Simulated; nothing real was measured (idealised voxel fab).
The process module presented herein is designated voxel released beams.
Displayed cross-section: cut, width of 165 nm, square cells sized 5 nm.
Heads up, the way a cross-section reads in here is a grid of square cells, handed over as bands from the top down, with every band being one or more rows of cells.
What a band's entry tells you: where the top is and where the bottom is, as heights in nm, and after that what lies inside, material by material from left to right, each with its width in nm. Empty space is written as the word "blank", and a single material marked with the word "everywhere" occupies the band from edge to edge.
Heights from 0 (as-received wafer is one material below). Bottom band endless downward, as "0 down".
Top row gets the first number, bottom row gets the second, and each row in between changes by the same step: that is how a band width like "30..40" works.
"all unchanged" -> step changed no cross-section cell.
You'll see "Voids, sealed" listing empty spaces that have no way open to the top, as long as they're 8 cells or more; the notation is width x height at distance, where the distance is from the left edge, and all of it is in nm.
Note: text after step settings on the step line = simulator remark on that step.
When a step includes a mask, the "overlay nm" setting on its line states how far to the right of its planned place that mask lay, and negative values state how far to the left.
Intended process steps:
- 1: RECEIVE, material Si
- 2: CONFORMAL_DEP, material SiN, thk nm 5
- 3: DIRECTIONAL_DEP, material SiO2, thk nm 20
- 4: DIRECTIONAL_DEP, material aC, thk nm 15
- 5: PATTERN, tone open, mask id ANCHOR, material resist, width nm 30, thk nm 30, overlay nm 0
- 6: DIRECTIONAL_ETCH, etch materials aC, depth nm 15
- 7: STRIP, etch materials resist
- 8: DIRECTIONAL_ETCH, etch materials SiO2, depth nm 20
- 9: STRIP, etch materials aC
- 10: CONFORMAL_DEP, material polySi, thk nm 10
- 11: PATTERN, tone cover, mask id BEAM, material resist, width nm 65, thk nm 15, overlay nm 0
- 12: DIRECTIONAL_ETCH, etch materials polySi, depth nm 10
- 13: STRIP, etch materials resist
- 14: STRIP, etch materials SiO2
All wafers enter the flow in the same state. The width nm at step 11 differs from wafer to wafer, and the plan gives the value for the first wafer.
First of several wafers, received after step 1, in cross-section:
> 0 down = Si everywhere
> Voids, sealed: none
Below, a row for every wafer. Read it as the end-of-module picture: for each material the wafer shows its cells gained (+) or lost (-) since it was received, and then its closed voids:
width nm 65, +33 SiN, +42 polySi, Voids, sealed: none
width nm 70, +33 SiN, +44 polySi, Voids, sealed: none
width nm 75, +33 SiN, +46 polySi, Voids, sealed: none
width nm 80, +33 SiN, +48 polySi, Voids, sealed: none
width nm 85, +33 SiN, +50 polySi, Voids, sealed: none
width nm 90, +33 SiN, +52 polySi, Voids, sealed: none
